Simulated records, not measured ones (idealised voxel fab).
This section sets out a process module, namely voxel local oxidation.
cross-section cut | 175 nm wide | cells 5 nm
Cross-section = grid of square cells, listed top down in bands; band = one or more rows.
A band entry consists of two parts. The first gives the height of the band's top and the height of its bottom, in nm. The rest lists the band's materials from left to right, each with its width in nm. A single material labelled with the word "everywhere" fills the band from edge to edge, and the word "empty" marks empty space.
Zero point of the height axis is 0; under it, received wafer = one material. Lowest band: continues down indefinitely, "0 nm and below".
Think of "30..40" as a width that walks from the first number to the second as you go down the band, top row to bottom row, taking equal-sized steps from row to row.
Any step labelled "no change occurred" changed none of the cells in the cross-section.
"Enclosed voids" lists enclosed empty spaces (at least 8 cells, no open path upward to the top), each as width x height at distance from the left edge, in nm.
On each step's line, the part that comes after the settings is the simulator's own comment on the step.
"overlay nm" denotes, for a step that has a mask, the displacement of the mask to the right of its planned place, with negative values corresponding to the left.

**The steps planned for the process are as follows**
1: RECEIVE, material Si
2: OXIDIZE, depth nm 5
3: CONFORMAL_DEP, material SiN, thk nm 15
4: PATTERN, tone cover, mask id ACTIVE, material resist, width nm 105, thk nm 15, overlay nm 0
5: DIRECTIONAL_ETCH, etch materials SiN, depth nm 15
6: STRIP, etch materials resist
7: SELECTIVE_ETCH, etch materials SiO2, depth nm 5
8: OXIDIZE, depth nm 10
9: STRIP, etch materials SiN

**The cross-section here shows the wafer as received, i.e. in its state after step 1**
> 0 nm and below = Si everywhere
> Enclosed voids: none

**End-of-module XS, first of two wafers, run as planned**
> 0 nm to -5 nm = empty=40, SiO2=95, empty=40
> -5 nm to -15 nm = SiO2=50, Si=75, SiO2=50
> -15 nm and below = Si everywhere
> Enclosed voids: none

**Wafer two (of two), end-of-module cross-section: start = wafer one, plan = wafer one, one run mistake**
> 0 nm to -5 nm = empty=40, SiO2=95, empty=40
> -5 nm to -10 nm = SiO2 everywhere
> -10 nm and below = Si everywhere
> Enclosed voids: none
Finding, execution versus plan: step 2 did not use the planned setting and instead ran as OXIDIZE, depth nm 10
End of process, cell counts, second wafer against first, materials with more or fewer: Si +5, SiO2 -5
